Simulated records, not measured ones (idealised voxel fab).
Module name: voxel air gaps (process module)
Displayed cross-section: cut, width of 285 nm, square cells sized 5 nm.
Cross-section, as written here: a square-cell grid given band by band from the top down, where a band holds one or more rows of cells.
Top height, bottom height, nm. Materials left to right, width each, nm. Single material + "full width" = fills band edge to edge. "blank" = empty.
Convention: height 0 is the level below which the wafer, as received, is all one material. The lowest band does not terminate at the bottom but continues downward, represented as "0..down".
The two numbers in a width such as "30..40" mark its ends across the band: the first belongs to the top row of cells, the second to the bottom row, and from each row to the next the width moves by the same amount.
"no change occurred", as given for a step, is the statement that not any cell of the cross-section underwent a change during that step.
Entry "Enclosed void catalog" = empty spaces >= 8 cells with no open way to the top; each as width x height at distance, distance from left edge, all nm.
The remark found on a step's line after its settings is issued by the simulator itself and pertains to that step.
The "overlay nm" setting may appear on a step's line; for a step that uses a mask, it gives how far to the right of its planned position the mask lay, and a negative value indicates the left.
Each pair of cross-sections that follows straddles one process step: the one shows the state before the step, the other the state after it, down to the lowest band that changed and no further. The step in question, and its settings, are given under the pair. Note that a pair is not necessarily a continuation of the pair above it, since pairs can come from different runs of this module on the same starting wafer; it is a continuation only where its entry headed "Before the step" says so.
**Before the step**
  0..down: Si full width
  Enclosed void catalog: none
**Post-Step Geometry**
  10..0: SiO2 full width
  Below a height of 0, the structure has not been altered.
  Enclosed void catalog: none
Step between the pre-process and post-process cross-sections given above: CONFORMAL_DEP (material SiO2; thk nm 10)
Before the step: For the state before this step, see the after cross-section of the pair located directly above.
**Post-Step Geometry**
  15..10: SiN full width
  Below a height of 10, the structure has not been altered.
  Enclosed void catalog: none
Step between the pre-process and post-process cross-sections given above: CONFORMAL_DEP (material SiN; thk nm 5)
Before the step: For the state before this step, see the after cross-section of the pair located directly above.
**Post-Step Geometry**
  45..15: lowk full width
  Below a height of 15, the structure has not been altered.
  Enclosed void catalog: none
Step between the pre-process and post-process cross-sections given above: DIRECTIONAL_DEP (material lowk; thk nm 30)
Before the step: For the state before this step, see the after cross-section of the pair located directly above.
**Post-Step Geometry**
  45..15: lowk 80 nm; blank 25 nm; lowk 25 nm; blank 25 nm; lowk 25 nm; blank 25 nm; lowk 80 nm
  Below a height of 15, the structure has not been altered.
  Enclosed void catalog: none
Step between the pre-process and post-process cross-sections given above: MASKED_ETCH (tone open; mask id LINES; width nm 25; pitch nm 50; etch materials lowk; depth nm 30; overlay nm 0)
Before the step: For the state before this step, see the after cross-section of the pair located directly above.
**Post-Step Geometry**
  50..45: TiN 85 nm; blank 15 nm; TiN 35 nm; blank 15 nm; TiN 35 nm; blank 15 nm; TiN 85 nm
  45..20: lowk 80 nm; TiN 5 nm; blank 15 nm; TiN 5 nm; lowk 25 nm; TiN 5 nm; blank 15 nm; TiN 5 nm; lowk 25 nm; TiN 5 nm; blank 15 nm; TiN 5 nm; lowk 80 nm
  20..15: lowk 80 nm; TiN 25 nm; lowk 25 nm; TiN 25 nm; lowk 25 nm; TiN 25 nm; lowk 80 nm
  Below a height of 15, the structure has not been altered.
  Enclosed void catalog: none
Step between the pre-process and post-process cross-sections given above: CONFORMAL_DEP (material TiN; thk nm 5)
Before the step: For the state before this step, see the after cross-section of the pair located directly above.
**Post-Step Geometry**
  55..50: Ru full width
  50..45: TiN 85 nm; Ru 15 nm; TiN 35 nm; Ru 15 nm; TiN 35 nm; Ru 15 nm; TiN 85 nm
  45..20: lowk 80 nm; TiN 5 nm; Ru 15 nm; TiN 5 nm; lowk 25 nm; TiN 5 nm; Ru 15 nm; TiN 5 nm; lowk 25 nm; TiN 5 nm; Ru 15 nm; TiN 5 nm; lowk 80 nm
  Below a height of 20, the structure has not been altered.
  Enclosed void catalog: none
Step between the pre-process and post-process cross-sections given above: FILL_DEP (material Ru; thk nm 5)
Before the step: For the state before this step, see the after cross-section of the pair located directly above.
**Post-Step Geometry**
  45..20: lowk 80 nm; TiN 5 nm; Ru 15 nm; TiN 5 nm; lowk 25 nm; TiN 5 nm; Ru 15 nm; TiN 5 nm; lowk 25 nm; TiN 5 nm; Ru 15 nm; TiN 5 nm; lowk 80 nm
  Below a height of 20, the structure has not been altered.
  Enclosed void catalog: none
Step between the pre-process and post-process cross-sections given above: CMP (height nm 45)
Before the step: For the state before this step, see the after cross-section of the pair located directly above.
**Post-Step Geometry**
  55..45: blank 70 nm; Ru 45 nm; blank 5 nm; Ru 45 nm; blank 5 nm; Ru 45 nm; blank 70 nm
  Below a height of 45, the structure has not been altered.
  Enclosed void catalog: none
Step between the pre-process and post-process cross-sections given above: EPI (material Ru; thk nm 10)
Before the step: For the state before this step, see the after cross-section of the pair located directly above.
**Post-Step Geometry**
  55..45: blank 70 nm; Ru 45 nm; blank 5 nm; Ru 45 nm; blank 5 nm; Ru 45 nm; blank 70 nm
  45..20: blank 80 nm; TiN 5 nm; Ru 15 nm; TiN 5 nm; blank 25 nm; TiN 5 nm; Ru 15 nm; TiN 5 nm; blank 25 nm; TiN 5 nm; Ru 15 nm; TiN 5 nm; blank 80 nm
  20..15: blank 80 nm; TiN 25 nm; blank 25 nm; TiN 25 nm; blank 25 nm; TiN 25 nm; blank 80 nm
  Below a height of 15, the structure has not been altered.
  Enclosed void catalog: none
Step between the pre-process and post-process cross-sections given above: SELECTIVE_ETCH (etch materials lowk; depth nm 40)
Before the step: For the state before this step, see the after cross-section of the pair located directly above.
**Post-Step Geometry**
  60..55: blank 65 nm; SiCN 155 nm; blank 65 nm
  55..45: blank 65 nm; SiCN 5 nm; Ru 45 nm; SiCN 5 nm; Ru 45 nm; SiCN 5 nm; Ru 45 nm; SiCN 5 nm; blank 65 nm
  45..40: blank 65 nm; SiCN 15 nm; TiN 5 nm; Ru 15 nm; TiN 5 nm; SiCN 25 nm; TiN 5 nm; Ru 15 nm; TiN 5 nm; SiCN 25 nm; TiN 5 nm; Ru 15 nm; TiN 5 nm; SiCN 15 nm; blank 65 nm
  40..20: blank 75 nm; SiCN 5 nm; TiN 5 nm; Ru 15 nm; TiN 5 nm; SiCN 5 nm; blank 15 nm; SiCN 5 nm; TiN 5 nm; Ru 15 nm; TiN 5 nm; SiCN 5 nm; blank 15 nm; SiCN 5 nm; TiN 5 nm; Ru 15 nm; TiN 5 nm; SiCN 5 nm; blank 75 nm
  20..15: SiCN 80 nm; TiN 25 nm; SiCN 25 nm; TiN 25 nm; SiCN 25 nm; TiN 25 nm; SiCN 80 nm
  Below a height of 15, the structure has not been altered.
  Enclosed void catalog: 15 x 20 at 110; 15 x 20 at 160
Step between the pre-process and post-process cross-sections given above: CONFORMAL_DEP (material SiCN; thk nm 5)
**Before the step**
  55..45: blank 70 nm; Ru 45 nm; blank 5 nm; Ru 45 nm; blank 5 nm; Ru 45 nm; blank 70 nm
  45..20: lowk 80 nm; TiN 5 nm; Ru 15 nm; TiN 5 nm; lowk 25 nm; TiN 5 nm; Ru 15 nm; TiN 5 nm; lowk 25 nm; TiN 5 nm; Ru 15 nm; TiN 5 nm; lowk 80 nm
  20..15: lowk 80 nm; TiN 25 nm; lowk 25 nm; TiN 25 nm; lowk 25 nm; TiN 25 nm; lowk 80 nm
  15..10: SiN full width
  10..0: SiO2 full width
  0..down: Si full width
  Enclosed void catalog: none
**Post-Step Geometry**
  65..45: blank 60 nm; Ru 165 nm; blank 60 nm
  Below a height of 45, the structure has not been altered.
  Enclosed void catalog: none
Step between the pre-process and post-process cross-sections given above: EPI (material Ru; thk nm 10)
Before the step: For the state before this step, see the after cross-section of the pair located directly above.
**Post-Step Geometry**
  65..45: blank 60 nm; Ru 165 nm; blank 60 nm
  45..20: blank 80 nm; TiN 5 nm; Ru 15 nm; TiN 5 nm; lowk 25 nm; TiN 5 nm; Ru 15 nm; TiN 5 nm; lowk 25 nm; TiN 5 nm; Ru 15 nm; TiN 5 nm; blank 80 nm
  20..15: blank 80 nm; TiN 25 nm; lowk 25 nm; TiN 25 nm; lowk 25 nm; TiN 25 nm; blank 80 nm
  Below a height of 15, the structure has not been altered.
  Enclosed void catalog: none
Step between the pre-process and post-process cross-sections given above: SELECTIVE_ETCH (etch materials lowk; depth nm 40)
Before the step: For the state before this step, see the after cross-section of the pair located directly above.
**Post-Step Geometry**
  70..65: blank 55 nm; SiCN 175 nm; blank 55 nm
  65..45: blank 55 nm; SiCN 5 nm; Ru 165 nm; SiCN 5 nm; blank 55 nm
  45..40: blank 55 nm; SiCN 25 nm; TiN 5 nm; Ru 15 nm; TiN 5 nm; lowk 25 nm; TiN 5 nm; Ru 15 nm; TiN 5 nm; lowk 25 nm; TiN 5 nm; Ru 15 nm; TiN 5 nm; SiCN 25 nm; blank 55 nm
  40..20: blank 75 nm; SiCN 5 nm; TiN 5 nm; Ru 15 nm; TiN 5 nm; lowk 25 nm; TiN 5 nm; Ru 15 nm; TiN 5 nm; lowk 25 nm; TiN 5 nm; Ru 15 nm; TiN 5 nm; SiCN 5 nm; blank 75 nm
  20..15: SiCN 80 nm; TiN 25 nm; lowk 25 nm; TiN 25 nm; lowk 25 nm; TiN 25 nm; SiCN 80 nm
  Below a height of 15, the structure has not been altered.
  Enclosed void catalog: none
Step between the pre-process and post-process cross-sections given above: CONFORMAL_DEP (material SiCN; thk nm 5)
**Before the step**
  45..20: lowk 80 nm; TiN 5 nm; Ru 15 nm; TiN 5 nm; lowk 25 nm; TiN 5 nm; Ru 15 nm; TiN 5 nm; lowk 25 nm; TiN 5 nm; Ru 15 nm; TiN 5 nm; lowk 80 nm
  20..15: lowk 80 nm; TiN 25 nm; lowk 25 nm; TiN 25 nm; lowk 25 nm; TiN 25 nm; lowk 80 nm
  15..10: SiN full width
  10..0: SiO2 full width
  0..down: Si full width
  Enclosed void catalog: none
**Post-Step Geometry**
  45..20: blank 80 nm; TiN 5 nm; Ru 15 nm; TiN 5 nm; blank 25 nm; TiN 5 nm; Ru 15 nm; TiN 5 nm; blank 25 nm; TiN 5 nm; Ru 15 nm; TiN 5 nm; blank 80 nm
  20..15: blank 80 nm; TiN 25 nm; blank 25 nm; TiN 25 nm; blank 25 nm; TiN 25 nm; blank 80 nm
  Below a height of 15, the structure has not been altered.
  Enclosed void catalog: none
Step between the pre-process and post-process cross-sections given above: SELECTIVE_ETCH (etch materials lowk; depth nm 40)
Before the step: For the state before this step, see the after cross-section of the pair located directly above.
**Post-Step Geometry**
  55..45: blank 70 nm; Ru 45 nm; blank 5 nm; Ru 45 nm; blank 5 nm; Ru 45 nm; blank 70 nm
  45..20: blank 70 nm; Ru 10 nm; TiN 5 nm; Ru 15 nm; TiN 5 nm; Ru 10 nm; blank 5 nm; Ru 10 nm; TiN 5 nm; Ru 15 nm; TiN 5 nm; Ru 10 nm; blank 5 nm; Ru 10 nm; TiN 5 nm; Ru 15 nm; TiN 5 nm; Ru 10 nm; blank 70 nm
  20..15: blank 70 nm; Ru 10 nm; TiN 25 nm; Ru 10 nm; blank 5 nm; Ru 10 nm; TiN 25 nm; Ru 10 nm; blank 5 nm; Ru 10 nm; TiN 25 nm; Ru 10 nm; blank 70 nm
  Below a height of 15, the structure has not been altered.
  Enclosed void catalog: none
Step between the pre-process and post-process cross-sections given above: EPI (material Ru; thk nm 10)
Before the step: For the state before this step, see the after cross-section of the pair located directly above.
**Post-Step Geometry**
  60..55: blank 65 nm; SiCN 155 nm; blank 65 nm
  55..45: blank 65 nm; SiCN 5 nm; Ru 45 nm; SiCN 5 nm; Ru 45 nm; SiCN 5 nm; Ru 45 nm; SiCN 5 nm; blank 65 nm
  45..20: blank 65 nm; SiCN 5 nm; Ru 10 nm; TiN 5 nm; Ru 15 nm; TiN 5 nm; Ru 10 nm; SiCN 5 nm; Ru 10 nm; TiN 5 nm; Ru 15 nm; TiN 5 nm; Ru 10 nm; SiCN 5 nm; Ru 10 nm; TiN 5 nm; Ru 15 nm; TiN 5 nm; Ru 10 nm; SiCN 5 nm; blank 65 nm
  20..15: SiCN 70 nm; Ru 10 nm; TiN 25 nm; Ru 10 nm; SiCN 5 nm; Ru 10 nm; TiN 25 nm; Ru 10 nm; SiCN 5 nm; Ru 10 nm; TiN 25 nm; Ru 10 nm; SiCN 70 nm
  Below a height of 15, the structure has not been altered.
  Enclosed void catalog: none
Step between the pre-process and post-process cross-sections given above: CONFORMAL_DEP (material SiCN; thk nm 5)
**Before the step**
  10..0: SiO2 full width
  0..down: Si full width
  Enclosed void catalog: none
**Post-Step Geometry**
  25..10: SiN full width
  Below a height of 10, the structure has not been altered.
  Enclosed void catalog: none
Step between the pre-process and post-process cross-sections given above: CONFORMAL_DEP (material SiN; thk nm 15)
Before the step: For the state before this step, see the after cross-section of the pair located directly above.
**Post-Step Geometry**
  55..25: lowk full width
  Below a height of 25, the structure has not been altered.
  Enclosed void catalog: none
Step between the pre-process and post-process cross-sections given above: DIRECTIONAL_DEP (material lowk; thk nm 30)
Before the step: For the state before this step, see the after cross-section of the pair located directly above.
**Post-Step Geometry**
  55..25: lowk 80 nm; blank 25 nm; lowk 25 nm; blank 25 nm; lowk 25 nm; blank 25 nm; lowk 80 nm
  Below a height of 25, the structure has not been altered.
  Enclosed void catalog: none
Step between the pre-process and post-process cross-sections given above: MASKED_ETCH (tone open; mask id LINES; width nm 25; pitch nm 50; etch materials lowk; depth nm 30; overlay nm 0)
Before the step: For the state before this step, see the after cross-section of the pair located directly above.
**Post-Step Geometry**
  60..55: TiN 85 nm; blank 15 nm; TiN 35 nm; blank 15 nm; TiN 35 nm; blank 15 nm; TiN 85 nm
  55..30: lowk 80 nm; TiN 5 nm; blank 15 nm; TiN 5 nm; lowk 25 nm; TiN 5 nm; blank 15 nm; TiN 5 nm; lowk 25 nm; TiN 5 nm; blank 15 nm; TiN 5 nm; lowk 80 nm
  30..25: lowk 80 nm; TiN 25 nm; lowk 25 nm; TiN 25 nm; lowk 25 nm; TiN 25 nm; lowk 80 nm
  Below a height of 25, the structure has not been altered.
  Enclosed void catalog: none
Step between the pre-process and post-process cross-sections given above: CONFORMAL_DEP (material TiN; thk nm 5)
Before the step: For the state before this step, see the after cross-section of the pair located directly above.
**Post-Step Geometry**
  65..60: Ru full width
  60..55: TiN 85 nm; Ru 15 nm; TiN 35 nm; Ru 15 nm; TiN 35 nm; Ru 15 nm; TiN 85 nm
  55..30: lowk 80 nm; TiN 5 nm; Ru 15 nm; TiN 5 nm; lowk 25 nm; TiN 5 nm; Ru 15 nm; TiN 5 nm; lowk 25 nm; TiN 5 nm; Ru 15 nm; TiN 5 nm; lowk 80 nm
  Below a height of 30, the structure has not been altered.
  Enclosed void catalog: none
Step between the pre-process and post-process cross-sections given above: FILL_DEP (material Ru; thk nm 5)
Before the step: For the state before this step, see the after cross-section of the pair located directly above.
**Post-Step Geometry**
  45..30: lowk 80 nm; TiN 5 nm; Ru 15 nm; TiN 5 nm; lowk 25 nm; TiN 5 nm; Ru 15 nm; TiN 5 nm; lowk 25 nm; TiN 5 nm; Ru 15 nm; TiN 5 nm; lowk 80 nm
  Below a height of 30, the structure has not been altered.
  Enclosed void catalog: none
Step between the pre-process and post-process cross-sections given above: CMP (height nm 45)
Before the step: For the state before this step, see the after cross-section of the pair located directly above.
**Post-Step Geometry**
  55..45: blank 70 nm; Ru 45 nm; blank 5 nm; Ru 45 nm; blank 5 nm; Ru 45 nm; blank 70 nm
  Below a height of 45, the structure has not been altered.
  Enclosed void catalog: none
Step between the pre-process and post-process cross-sections given above: EPI (material Ru; thk nm 10)
Before the step: For the state before this step, see the after cross-section of the pair located directly above.
**Post-Step Geometry**
  55..45: blank 70 nm; Ru 45 nm; blank 5 nm; Ru 45 nm; blank 5 nm; Ru 45 nm; blank 70 nm
  45..30: blank 80 nm; TiN 5 nm; Ru 15 nm; TiN 5 nm; blank 25 nm; TiN 5 nm; Ru 15 nm; TiN 5 nm; blank 25 nm; TiN 5 nm; Ru 15 nm; TiN 5 nm; blank 80 nm
  30..25: blank 80 nm; TiN 25 nm; blank 25 nm; TiN 25 nm; blank 25 nm; TiN 25 nm; blank 80 nm
  Below a height of 25, the structure has not been altered.
  Enclosed void catalog: none
Step between the pre-process and post-process cross-sections given above: SELECTIVE_ETCH (etch materials lowk; depth nm 40)
Before the step: For the state before this step, see the after cross-section of the pair located directly above.
**Post-Step Geometry**
  60..55: blank 65 nm; SiCN 155 nm; blank 65 nm
  55..45: blank 65 nm; SiCN 5 nm; Ru 45 nm; SiCN 5 nm; Ru 45 nm; SiCN 5 nm; Ru 45 nm; SiCN 5 nm; blank 65 nm
  45..40: blank 65 nm; SiCN 15 nm; TiN 5 nm; Ru 15 nm; TiN 5 nm; SiCN 25 nm; TiN 5 nm; Ru 15 nm; TiN 5 nm; SiCN 25 nm; TiN 5 nm; Ru 15 nm; TiN 5 nm; SiCN 15 nm; blank 65 nm
  40..30: blank 75 nm; SiCN 5 nm; TiN 5 nm; Ru 15 nm; TiN 5 nm; SiCN 5 nm; blank 15 nm; SiCN 5 nm; TiN 5 nm; Ru 15 nm; TiN 5 nm; SiCN 5 nm; blank 15 nm; SiCN 5 nm; TiN 5 nm; Ru 15 nm; TiN 5 nm; SiCN 5 nm; blank 75 nm
  30..25: SiCN 80 nm; TiN 25 nm; SiCN 25 nm; TiN 25 nm; SiCN 25 nm; TiN 25 nm; SiCN 80 nm
  Below a height of 25, the structure has not been altered.
  Enclosed void catalog: none
Step between the pre-process and post-process cross-sections given above: CONFORMAL_DEP (material SiCN; thk nm 5)
**Before the step**
  45..15: lowk full width
  15..10: SiN full width
  10..0: SiO2 full width
  0..down: Si full width
  Enclosed void catalog: none
**Post-Step Geometry**
  45..15: lowk 80 nm; blank 30 nm; lowk 20 nm; blank 30 nm; lowk 20 nm; blank 30 nm; lowk 75 nm
  Below a height of 15, the structure has not been altered.
  Enclosed void catalog: none
Step between the pre-process and post-process cross-sections given above: MASKED_ETCH (tone open; mask id LINES; width nm 30; pitch nm 50; etch materials lowk; depth nm 30; overlay nm 0)
Before the step: For the state before this step, see the after cross-section of the pair located directly above.
**Post-Step Geometry**
  50..45: TiN 85 nm; blank 20 nm; TiN 30 nm; blank 20 nm; TiN 30 nm; blank 20 nm; TiN 80 nm
  45..20: lowk 80 nm; TiN 5 nm; blank 20 nm; TiN 5 nm; lowk 20 nm; TiN 5 nm; blank 20 nm; TiN 5 nm; lowk 20 nm; TiN 5 nm; blank 20 nm; TiN 5 nm; lowk 75 nm
  20..15: lowk 80 nm; TiN 30 nm; lowk 20 nm; TiN 30 nm; lowk 20 nm; TiN 30 nm; lowk 75 nm
  Below a height of 15, the structure has not been altered.
  Enclosed void catalog: none
Step between the pre-process and post-process cross-sections given above: CONFORMAL_DEP (material TiN; thk nm 5)
Before the step: For the state before this step, see the after cross-section of the pair located directly above.
**Post-Step Geometry**
  55..50: Ru full width
  50..45: TiN 85 nm; Ru 20 nm; TiN 30 nm; Ru 20 nm; TiN 30 nm; Ru 20 nm; TiN 80 nm
  45..20: lowk 80 nm; TiN 5 nm; Ru 20 nm; TiN 5 nm; lowk 20 nm; TiN 5 nm; Ru 20 nm; TiN 5 nm; lowk 20 nm; TiN 5 nm; Ru 20 nm; TiN 5 nm; lowk 75 nm
  Below a height of 20, the structure has not been altered.
  Enclosed void catalog: none
Step between the pre-process and post-process cross-sections given above: FILL_DEP (material Ru; thk nm 5)
Before the step: For the state before this step, see the after cross-section of the pair located directly above.
**Post-Step Geometry**
  45..20: lowk 80 nm; TiN 5 nm; Ru 20 nm; TiN 5 nm; lowk 20 nm; TiN 5 nm; Ru 20 nm; TiN 5 nm; lowk 20 nm; TiN 5 nm; Ru 20 nm; TiN 5 nm; lowk 75 nm
  Below a height of 20, the structure has not been altered.
  Enclosed void catalog: none
Step between the pre-process and post-process cross-sections given above: CMP (height nm 45)
Before the step: For the state before this step, see the after cross-section of the pair located directly above.
**Post-Step Geometry**
  55..45: blank 70 nm; Ru 150 nm; blank 65 nm
  Below a height of 45, the structure has not been altered.
  Enclosed void catalog: none
Step between the pre-process and post-process cross-sections given above: EPI (material Ru; thk nm 10)
Before the step: For the state before this step, see the after cross-section of the pair located directly above.
**Post-Step Geometry**
  55..45: blank 70 nm; Ru 150 nm; blank 65 nm
  45..20: blank 80 nm; TiN 5 nm; Ru 20 nm; TiN 5 nm; lowk 20 nm; TiN 5 nm; Ru 20 nm; TiN 5 nm; lowk 20 nm; TiN 5 nm; Ru 20 nm; TiN 5 nm; blank 75 nm
  20..15: blank 80 nm; TiN 30 nm; lowk 20 nm; TiN 30 nm; lowk 20 nm; TiN 30 nm; blank 75 nm
  Below a height of 15, the structure has not been altered.
  Enclosed void catalog: none
Step between the pre-process and post-process cross-sections given above: SELECTIVE_ETCH (etch materials lowk; depth nm 40)
Before the step: For the state before this step, see the after cross-section of the pair located directly above.
**Post-Step Geometry**
  60..55: blank 65 nm; SiCN 160 nm; blank 60 nm
  55..45: blank 65 nm; SiCN 5 nm; Ru 150 nm; SiCN 5 nm; blank 60 nm
  45..40: blank 65 nm; SiCN 15 nm; TiN 5 nm; Ru 20 nm; TiN 5 nm; lowk 20 nm; TiN 5 nm; Ru 20 nm; TiN 5 nm; lowk 20 nm; TiN 5 nm; Ru 20 nm; TiN 5 nm; SiCN 15 nm; blank 60 nm
  40..20: blank 75 nm; SiCN 5 nm; TiN 5 nm; Ru 20 nm; TiN 5 nm; lowk 20 nm; TiN 5 nm; Ru 20 nm; TiN 5 nm; lowk 20 nm; TiN 5 nm; Ru 20 nm; TiN 5 nm; SiCN 5 nm; blank 70 nm
  20..15: SiCN 80 nm; TiN 30 nm; lowk 20 nm; TiN 30 nm; lowk 20 nm; TiN 30 nm; SiCN 75 nm
  Below a height of 15, the structure has not been altered.
  Enclosed void catalog: none
Step between the pre-process and post-process cross-sections given above: CONFORMAL_DEP (material SiCN; thk nm 5)
**Before the step**
  45..15: lowk full width
  15..10: SiN full width
  10..0: SiO2 full width
  0..down: Si full width
  Enclosed void catalog: none
**Post-Step Geometry**
  45..15: lowk 85 nm; blank 25 nm; lowk 25 nm; blank 25 nm; lowk 25 nm; blank 25 nm; lowk 75 nm
  Below a height of 15, the structure has not been altered.
  Enclosed void catalog: none
Step between the pre-process and post-process cross-sections given above: MASKED_ETCH (tone open; mask id LINES; width nm 25; pitch nm 50; etch materials lowk; depth nm 30; overlay nm 5)
Before the step: For the state before this step, see the after cross-section of the pair located directly above.
**Post-Step Geometry**
  50..45: TiN 90 nm; blank 15 nm; TiN 35 nm; blank 15 nm; TiN 35 nm; blank 15 nm; TiN 80 nm
  45..20: lowk 85 nm; TiN 5 nm; blank 15 nm; TiN 5 nm; lowk 25 nm; TiN 5 nm; blank 15 nm; TiN 5 nm; lowk 25 nm; TiN 5 nm; blank 15 nm; TiN 5 nm; lowk 75 nm
  20..15: lowk 85 nm; TiN 25 nm; lowk 25 nm; TiN 25 nm; lowk 25 nm; TiN 25 nm; lowk 75 nm
  Below a height of 15, the structure has not been altered.
  Enclosed void catalog: none
Step between the pre-process and post-process cross-sections given above: CONFORMAL_DEP (material TiN; thk nm 5)
Before the step: For the state before this step, see the after cross-section of the pair located directly above.
**Post-Step Geometry**
  55..50: Ru full width
  50..45: TiN 90 nm; Ru 15 nm; TiN 35 nm; Ru 15 nm; TiN 35 nm; Ru 15 nm; TiN 80 nm
  45..20: lowk 85 nm; TiN 5 nm; Ru 15 nm; TiN 5 nm; lowk 25 nm; TiN 5 nm; Ru 15 nm; TiN 5 nm; lowk 25 nm; TiN 5 nm; Ru 15 nm; TiN 5 nm; lowk 75 nm
  Below a height of 20, the structure has not been altered.
  Enclosed void catalog: none
Step between the pre-process and post-process cross-sections given above: FILL_DEP (material Ru; thk nm 5)
Before the step: For the state before this step, see the after cross-section of the pair located directly above.
**Post-Step Geometry**
  45..20: lowk 85 nm; TiN 5 nm; Ru 15 nm; TiN 5 nm; lowk 25 nm; TiN 5 nm; Ru 15 nm; TiN 5 nm; lowk 25 nm; TiN 5 nm; Ru 15 nm; TiN 5 nm; lowk 75 nm
  Below a height of 20, the structure has not been altered.
  Enclosed void catalog: none
Step between the pre-process and post-process cross-sections given above: CMP (height nm 45)
Before the step: For the state before this step, see the after cross-section of the pair located directly above.
**Post-Step Geometry**
  55..45: blank 75 nm; Ru 45 nm; blank 5 nm; Ru 45 nm; blank 5 nm; Ru 45 nm; blank 65 nm
  Below a height of 45, the structure has not been altered.
  Enclosed void catalog: none
Step between the pre-process and post-process cross-sections given above: EPI (material Ru; thk nm 10)
Before the step: For the state before this step, see the after cross-section of the pair located directly above.
**Post-Step Geometry**
  55..45: blank 75 nm; Ru 45 nm; blank 5 nm; Ru 45 nm; blank 5 nm; Ru 45 nm; blank 65 nm
  45..20: blank 85 nm; TiN 5 nm; Ru 15 nm; TiN 5 nm; blank 25 nm; TiN 5 nm; Ru 15 nm; TiN 5 nm; blank 25 nm; TiN 5 nm; Ru 15 nm; TiN 5 nm; blank 75 nm
  20..15: blank 85 nm; TiN 25 nm; blank 25 nm; TiN 25 nm; blank 25 nm; TiN 25 nm; blank 75 nm
  Below a height of 15, the structure has not been altered.
  Enclosed void catalog: none
Step between the pre-process and post-process cross-sections given above: SELECTIVE_ETCH (etch materials lowk; depth nm 40)
Before the step: For the state before this step, see the after cross-section of the pair located directly above.
**Post-Step Geometry**
  60..55: blank 70 nm; SiCN 155 nm; blank 60 nm
  55..45: blank 70 nm; SiCN 5 nm; Ru 45 nm; SiCN 5 nm; Ru 45 nm; SiCN 5 nm; Ru 45 nm; SiCN 5 nm; blank 60 nm
  45..40: blank 70 nm; SiCN 15 nm; TiN 5 nm; Ru 15 nm; TiN 5 nm; SiCN 25 nm; TiN 5 nm; Ru 15 nm; TiN 5 nm; SiCN 25 nm; TiN 5 nm; Ru 15 nm; TiN 5 nm; SiCN 15 nm; blank 60 nm
  40..20: blank 80 nm; SiCN 5 nm; TiN 5 nm; Ru 15 nm; TiN 5 nm; SiCN 5 nm; blank 15 nm; SiCN 5 nm; TiN 5 nm; Ru 15 nm; TiN 5 nm; SiCN 5 nm; blank 15 nm; SiCN 5 nm; TiN 5 nm; Ru 15 nm; TiN 5 nm; SiCN 5 nm; blank 70 nm
  20..15: SiCN 85 nm; TiN 25 nm; SiCN 25 nm; TiN 25 nm; SiCN 25 nm; TiN 25 nm; SiCN 75 nm
  Below a height of 15, the structure has not been altered.
  Enclosed void catalog: 15 x 20 at 115; 15 x 20 at 165
Step between the pre-process and post-process cross-sections given above: CONFORMAL_DEP (material SiCN; thk nm 5)
**Before the step**
  10..0: SiO2 full width
  0..down: Si full width
  Enclosed void catalog: none
**Post-Step Geometry**
  15..10: SiCN full width
  Below a height of 10, the structure has not been altered.
  Enclosed void catalog: none
Step between the pre-process and post-process cross-sections given above: CONFORMAL_DEP (material SiCN; thk nm 5)
Before the step: For the state before this step, see the after cross-section of the pair located directly above.
**Post-Step Geometry**
  45..15: lowk full width
  Below a height of 15, the structure has not been altered.
  Enclosed void catalog: none
Step between the pre-process and post-process cross-sections given above: DIRECTIONAL_DEP (material lowk; thk nm 30)
Before the step: For the state before this step, see the after cross-section of the pair located directly above.
**Post-Step Geometry**
  45..15: lowk 80 nm; blank 25 nm; lowk 25 nm; blank 25 nm; lowk 25 nm; blank 25 nm; lowk 80 nm
  Below a height of 15, the structure has not been altered.
  Enclosed void catalog: none
Step between the pre-process and post-process cross-sections given above: MASKED_ETCH (tone open; mask id LINES; width nm 25; pitch nm 50; etch materials lowk; depth nm 30; overlay nm 0)
Before the step: For the state before this step, see the after cross-section of the pair located directly above.
**Post-Step Geometry**
  50..45: TiN 85 nm; blank 15 nm; TiN 35 nm; blank 15 nm; TiN 35 nm; blank 15 nm; TiN 85 nm
  45..20: lowk 80 nm; TiN 5 nm; blank 15 nm; TiN 5 nm; lowk 25 nm; TiN 5 nm; blank 15 nm; TiN 5 nm; lowk 25 nm; TiN 5 nm; blank 15 nm; TiN 5 nm; lowk 80 nm
  20..15: lowk 80 nm; TiN 25 nm; lowk 25 nm; TiN 25 nm; lowk 25 nm; TiN 25 nm; lowk 80 nm
  Below a height of 15, the structure has not been altered.
  Enclosed void catalog: none
Step between the pre-process and post-process cross-sections given above: CONFORMAL_DEP (material TiN; thk nm 5)
Before the step: For the state before this step, see the after cross-section of the pair located directly above.
**Post-Step Geometry**
  55..50: Ru full width
  50..45: TiN 85 nm; Ru 15 nm; TiN 35 nm; Ru 15 nm; TiN 35 nm; Ru 15 nm; TiN 85 nm
  45..20: lowk 80 nm; TiN 5 nm; Ru 15 nm; TiN 5 nm; lowk 25 nm; TiN 5 nm; Ru 15 nm; TiN 5 nm; lowk 25 nm; TiN 5 nm; Ru 15 nm; TiN 5 nm; lowk 80 nm
  Below a height of 20, the structure has not been altered.
  Enclosed void catalog: none
Step between the pre-process and post-process cross-sections given above: FILL_DEP (material Ru; thk nm 5)
Before the step: For the state before this step, see the after cross-section of the pair located directly above.
**Post-Step Geometry**
  45..20: lowk 80 nm; TiN 5 nm; Ru 15 nm; TiN 5 nm; lowk 25 nm; TiN 5 nm; Ru 15 nm; TiN 5 nm; lowk 25 nm; TiN 5 nm; Ru 15 nm; TiN 5 nm; lowk 80 nm
  Below a height of 20, the structure has not been altered.
  Enclosed void catalog: none
Step between the pre-process and post-process cross-sections given above: CMP (height nm 45)
Before the step: For the state before this step, see the after cross-section of the pair located directly above.
**Post-Step Geometry**
  55..45: blank 70 nm; Ru 45 nm; blank 5 nm; Ru 45 nm; blank 5 nm; Ru 45 nm; blank 70 nm
  Below a height of 45, the structure has not been altered.
  Enclosed void catalog: none
Step between the pre-process and post-process cross-sections given above: EPI (material Ru; thk nm 10)
Before the step: For the state before this step, see the after cross-section of the pair located directly above.
**Post-Step Geometry**
  55..45: blank 70 nm; Ru 45 nm; blank 5 nm; Ru 45 nm; blank 5 nm; Ru 45 nm; blank 70 nm
  45..20: blank 80 nm; TiN 5 nm; Ru 15 nm; TiN 5 nm; blank 25 nm; TiN 5 nm; Ru 15 nm; TiN 5 nm; blank 25 nm; TiN 5 nm; Ru 15 nm; TiN 5 nm; blank 80 nm
  20..15: blank 80 nm; TiN 25 nm; blank 25 nm; TiN 25 nm; blank 25 nm; TiN 25 nm; blank 80 nm
  Below a height of 15, the structure has not been altered.
  Enclosed void catalog: none
Step between the pre-process and post-process cross-sections given above: SELECTIVE_ETCH (etch materials lowk; depth nm 40)
